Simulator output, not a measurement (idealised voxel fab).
The following process module bears the name voxel self aligned vias.
FYI the section here is cut, 275 nm wide, cells are 5 nm squares.
Each cross-section below is a grid of square cells, stated as bands in top-down order, with one or more rows of cells making up each band.
Top, bottom (nm), then materials left to right with widths (nm); lone material tagged "throughout" fills the whole band edge to edge; "air" = empty space.
Height reference: 0 = level under which incoming wafer is all one material. Lowest band: no bottom, runs on downward, e.g. "0 down".
The width entry "30->40" should be interpreted row by row: the top row of cells in the band takes the first number, the bottom row takes the second number, and the change between adjacent rows is uniform throughout.
For the purposes of this document, the phrase "nothing was modified" attached to a step denotes that no cell within the cross-section was modified by that step.
The entry titled "Unvented cavities" provides the empty spaces that have no open way to the top, restricted to those of 8 cells or more. Each is presented as width x height at distance, the distance being measured from the left edge, with all three in nm.
What comes after the settings on a step's line is commentary from the simulator itself on that step.
For masked steps, "overlay nm" on the step line gives how far right of plan the mask actually lay; a minus sign means it lay to the left.
[Steps in the process plan]
1) op RECEIVE | material Si
2) op CONFORMAL_DEP | material SiO2 | thk nm 15
3) op CONFORMAL_DEP | material SiCN | thk nm 5
4) op DIRECTIONAL_DEP | material SiO2 | thk nm 30
5) op DIRECTIONAL_DEP | material aC | thk nm 15
6) op PATTERN | tone open | mask id LINES | material resist | width nm 20 | pitch nm 65 | thk nm 35 | overlay nm 0
7) op DIRECTIONAL_ETCH | etch materials aC | depth nm 15
8) op STRIP | etch materials resist
9) op DIRECTIONAL_ETCH | etch materials SiO2 | depth nm 30
10) op STRIP | etch materials aC
11) op CONFORMAL_DEP | material TiN | thk nm 5
12) op FILL_DEP | material W | thk nm 5
13) op CMP | height nm 50
14) op SELECTIVE_ETCH | etch materials W Ru TiN | depth nm 5
15) op FILL_DEP | material SiN | thk nm 10
16) op CMP | height nm 50
17) op DIRECTIONAL_DEP | material SiO2 | thk nm 15
18) op DIRECTIONAL_DEP | material aC | thk nm 15
19) op PATTERN | tone open | mask id VIAS | material resist | width nm 40 | pitch nm 130 | thk nm 35 | overlay nm -15
20) op DIRECTIONAL_ETCH | etch materials aC | depth nm 15
21) op STRIP | etch materials resist
22) op DIRECTIONAL_ETCH | etch materials SiO2 | depth nm 15
23) op DIRECTIONAL_ETCH | etch materials SiN | depth nm 5
24) op STRIP | etch materials aC
25) op CONFORMAL_DEP | material TiN | thk nm 5
26) op FILL_DEP | material Cu | thk nm 5
27) op CMP | height nm 65
28) op CONFORMAL_DEP | material SiCN | thk nm 5
All wafers enter the flow in the same state. The overlay nm at step 19 differs from wafer to wafer, and the plan gives the value for the first wafer.
[Received wafers, first of several: cross-section after step 1]
	0 down  Si throughout
	Unvented cavities: none
[Here is the cross-section of the first of several wafers at the end of the module, after its last step, step 28]
	70 to 65  SiCN throughout
	65 to 55  SiO2 35; TiN 5; Cu 30; TiN 5; SiO2 90; TiN 5; Cu 30; TiN 5; SiO2 70
	55 to 50  SiO2 35; TiN 30; Cu 5; TiN 5; SiO2 90; TiN 30; Cu 5; TiN 5; SiO2 70
	50 to 45  SiO2 60; TiN 15; SiN 5; SiO2 45; SiN 20; SiO2 45; TiN 15; SiN 5; SiO2 65
	45 to 25  SiO2 60; TiN 5; W 10; TiN 5; SiO2 45; TiN 5; W 10; TiN 5; SiO2 45; TiN 5; W 10; TiN 5; SiO2 65
	25 to 20  SiO2 60; TiN 20; SiO2 45; TiN 20; SiO2 45; TiN 20; SiO2 65
	20 to 15  SiCN throughout
	15 to 0  SiO2 throughout
	0 down  Si throughout
	Unvented cavities: none
[Sectional view of the last wafer upon completion of the module]
	70 to 65  SiCN throughout
	65 to 55  SiO2 65; TiN 5; Cu 30; TiN 5; SiO2 90; TiN 5; Cu 30; TiN 5; SiO2 40
	55 to 50  SiO2 65; TiN 5; Cu 5; TiN 30; SiO2 90; TiN 5; Cu 5; TiN 30; SiO2 40
	50 to 45  SiO2 60; SiN 5; TiN 15; SiO2 45; SiN 20; SiO2 45; SiN 5; TiN 15; SiO2 65
	45 to 25  SiO2 60; TiN 5; W 10; TiN 5; SiO2 45; TiN 5; W 10; TiN 5; SiO2 45; TiN 5; W 10; TiN 5; SiO2 65
	25 to 20  SiO2 60; TiN 20; SiO2 45; TiN 20; SiO2 45; TiN 20; SiO2 65
	20 to 15  SiCN throughout
	15 to 0  SiO2 throughout
	0 down  Si throughout
	Unvented cavities: none
[For your reference, the table is organized with a row per wafer; each row reflects the wafer at the end of the module, indicating for each material the cells gained (+) or lost (-) since receipt, and thereafter its closed voids]
overlay nm -15; +26 Cu; +110 SiCN; +6 SiN; +540 SiO2; +64 TiN; +24 W; Unvented cavities: none
overlay nm -10; +28 Cu; +110 SiCN; +4 SiN; +540 SiO2; +64 TiN; +24 W; Unvented cavities: none
overlay nm -5; +28 Cu; +110 SiCN; +4 SiN; +540 SiO2; +64 TiN; +24 W; Unvented cavities: none
overlay nm 0; +28 Cu; +110 SiCN; +4 SiN; +540 SiO2; +64 TiN; +24 W; Unvented cavities: none
overlay nm 5; +28 Cu; +110 SiCN; +4 SiN; +540 SiO2; +64 TiN; +24 W; Unvented cavities: none
overlay nm 10; +28 Cu; +110 SiCN; +4 SiN; +540 SiO2; +64 TiN; +24 W; Unvented cavities: none
overlay nm 15; +26 Cu; +110 SiCN; +6 SiN; +540 SiO2; +64 TiN; +24 W; Unvented cavities: none
